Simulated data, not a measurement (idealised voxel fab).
process module | voxel transistor to metal
cross-section cut | 265 nm wide | cells 5 nm
A cross-section is a grid of square cells, given in bands from the top down. A band is one or more rows of cells.
Each band's line starts with the height of the band's top and of its bottom, in nm. Then come its materials from left to right, each with its width in nm. One material with "throughout" fills the band from edge to edge. "air" is empty space.
Height 0 is the level under which the wafer as received is all one material. The lowest band goes on downwards, as in "0 down".
A width such as "30 to 40" changes by the same amount from each row of cells to the next, from the band's top row to its bottom row.
"no change" after a step means that no cell of the cross-section changed.
closed voids: empty space of 8 cells or more with no open way to the top, each as width x height at its distance from the left edge, in nm
after a step's settings: what the simulator itself notes on the step
overlay nm, on a step with a mask: how far to the right of its planned place the mask lay; to the left if negative
plan
1 op RECEIVE | material Si
2 op CONFORMAL_DEP | material SiO2 | thk nm 5
3 op CONFORMAL_DEP | material SiN | thk nm 15
4 op MASKED_ETCH | tone cover | mask id ACTIVE | width nm 100 | pitch nm 125 | etch materials SiN | depth nm 15 | overlay nm 0
5 op MASKED_ETCH | tone cover | mask id ACTIVE | width nm 100 | pitch nm 125 | etch materials SiO2 | depth nm 5 | overlay nm 0
6 op MASKED_ETCH | tone cover | mask id ACTIVE | width nm 100 | pitch nm 125 | etch materials Si | depth nm 35 | overlay nm 0
7 op OXIDIZE | depth nm 5
8 op FILL_DEP | material SiO2 | thk nm 5
9 op CMP | height nm 20
10 op SELECTIVE_ETCH | etch materials SiO2 | depth nm 15
11 op STRIP | etch materials SiN
12 op SELECTIVE_ETCH | etch materials SiO2 | depth nm 5
13 op OXIDIZE | depth nm 5
14 op DIRECTIONAL_DEP | material polySi | thk nm 20
15 op DIRECTIONAL_DEP | material SiCN | thk nm 15
16 op MASKED_ETCH | tone cover | mask id GATE | width nm 20 | pitch nm 125 | etch materials SiCN | depth nm 25 | overlay nm 0
17 op MASKED_ETCH | tone cover | mask id GATE | width nm 20 | pitch nm 125 | etch materials polySi | depth nm 30 | overlay nm 0
18 op CONFORMAL_DEP | material SiN | thk nm 10
19 op DIRECTIONAL_ETCH | etch materials SiN | depth nm 10
20 op DIRECTIONAL_ETCH | etch materials SiO2 | depth nm 5
21 op EPI | material pSi | thk nm 5
22 op FILL_DEP | material SiO2 | thk nm 5
23 op CMP | height nm 35
24 op DIRECTIONAL_DEP | material SiO2 | thk nm 15
25 op DIRECTIONAL_DEP | material aC | thk nm 10
26 op PATTERN | tone open | mask id CONTACT | material resist | width nm 30 | thk nm 25 | overlay nm 0
27 op DIRECTIONAL_ETCH | etch materials aC | depth nm 10
28 op STRIP | etch materials resist
29 op DIRECTIONAL_ETCH | etch materials SiO2 | depth nm 50
30 op STRIP | etch materials aC
31 op CONFORMAL_DEP | material TiN | thk nm 5
32 op FILL_DEP | material Ru | thk nm 10
33 op CMP | height nm 50
34 op DIRECTIONAL_DEP | material TiN | thk nm 5
35 op DIRECTIONAL_DEP | material Ru | thk nm 20
36 op PATTERN | tone cover | mask id METAL_1 | material resist | width nm 15 | thk nm 15 | overlay nm 0
37 op DIRECTIONAL_ETCH | etch materials Ru | depth nm 20
38 op DIRECTIONAL_ETCH | etch materials TiN | depth nm 5
39 op STRIP | etch materials resist
40 op FILL_DEP | material SiO2 | thk nm 5
41 op CMP | height nm 75
42 op CONFORMAL_DEP | material SiCN | thk nm 5
43 op DIRECTIONAL_DEP | material SiO2 | thk nm 35
44 op DIRECTIONAL_DEP | material aC | thk nm 15
45 op PATTERN | tone open | mask id METAL_2 | material resist | width nm 15 | pitch nm 125 | thk nm 30 | overlay nm 0
46 op DIRECTIONAL_ETCH | etch materials aC | depth nm 15
47 op STRIP | etch materials resist
48 op DIRECTIONAL_ETCH | etch materials SiO2 | depth nm 20
49 op STRIP | etch materials aC
50 op DIRECTIONAL_DEP | material aC | thk nm 10
51 op PATTERN | tone open | mask id METAL_2_HOLES | material resist | width nm 15 | pitch nm 125 | thk nm 25 | overlay nm 0
52 op DIRECTIONAL_ETCH | etch materials aC | depth nm 10
53 op STRIP | etch materials resist
54 op DIRECTIONAL_ETCH | etch materials SiO2 | depth nm 15
55 op DIRECTIONAL_ETCH | etch materials SiCN | depth nm 5
56 op STRIP | etch materials aC
57 op CONFORMAL_DEP | material TiN | thk nm 5
58 op FILL_DEP | material Cu | thk nm 10
59 op CMP | height nm 115
60 op CONFORMAL_DEP | material SiCN | thk nm 5
as received, after step 1
  0 down: Si throughout
  closed voids: none
a wafer at the end: this start, this plan, one mistake
  120 to 115: SiCN throughout
  115 to 80: SiO2 25 | TiN 5 | SiN 5 | TiN 5 | SiO2 110 | TiN 5 | SiN 5 | TiN 5 | SiO2 100
  80 to 75: SiCN 25 | TiN 15 | SiCN 110 | TiN 15 | SiCN 100
  75 to 55: SiO2 25 | Ru 15 | SiO2 60 | Ru 15 | SiO2 35 | Ru 15 | SiO2 60 | Ru 15 | SiO2 25
  55 to 50: SiO2 25 | TiN 15 | SiO2 60 | TiN 15 | SiO2 35 | TiN 15 | SiO2 60 | TiN 15 | SiO2 25
  50 to 40: SiO2 25 | TiN 5 | Ru 20 | TiN 5 | SiO2 30 | TiN 5 | Ru 20 | TiN 5 | SiO2 35 | TiN 5 | Ru 20 | TiN 5 | SiO2 30 | TiN 5 | Ru 20 | TiN 5 | SiO2 25
  40 to 35: SiO2 25 | TiN 5 | Ru 15 | TiN 10 | SiO2 30 | TiN 10 | Ru 15 | TiN 5 | SiO2 35 | TiN 5 | Ru 15 | TiN 10 | SiO2 30 | TiN 10 | Ru 15 | TiN 5 | SiO2 25
  35 to 20: SiO2 25 | TiN 5 | Ru 15 | TiN 5 | SiN 10 | SiCN 20 | SiN 10 | TiN 5 | Ru 15 | TiN 5 | SiO2 35 | TiN 5 | Ru 15 | TiN 5 | SiN 10 | SiCN 20 | SiN 10 | TiN 5 | Ru 15 | TiN 5 | SiO2 25
  20 to 5: SiO2 25 | TiN 5 | Ru 15 | TiN 5 | SiN 10 | polySi 20 | SiN 10 | TiN 5 | Ru 15 | TiN 5 | SiO2 35 | TiN 5 | Ru 15 | TiN 5 | SiN 10 | polySi 20 | SiN 10 | TiN 5 | Ru 15 | TiN 5 | SiO2 25
  5 to 0: SiO2 25 | TiN 25 | SiN 10 | polySi 20 | SiN 10 | TiN 25 | SiO2 35 | TiN 25 | SiN 10 | polySi 20 | SiN 10 | TiN 25 | SiO2 25
  0 to -5: SiO2 20 | pSi 30 | SiO2 40 | pSi 30 | SiO2 25 | pSi 30 | SiO2 40 | pSi 30 | SiO2 20
  -5 to -40: SiO2 25 | Si 90 | SiO2 35 | Si 90 | SiO2 25
  -40 down: Si throughout
  closed voids: none
what went wrong: step 58 ran as: op FILL_DEP | material SiN | thk nm 10
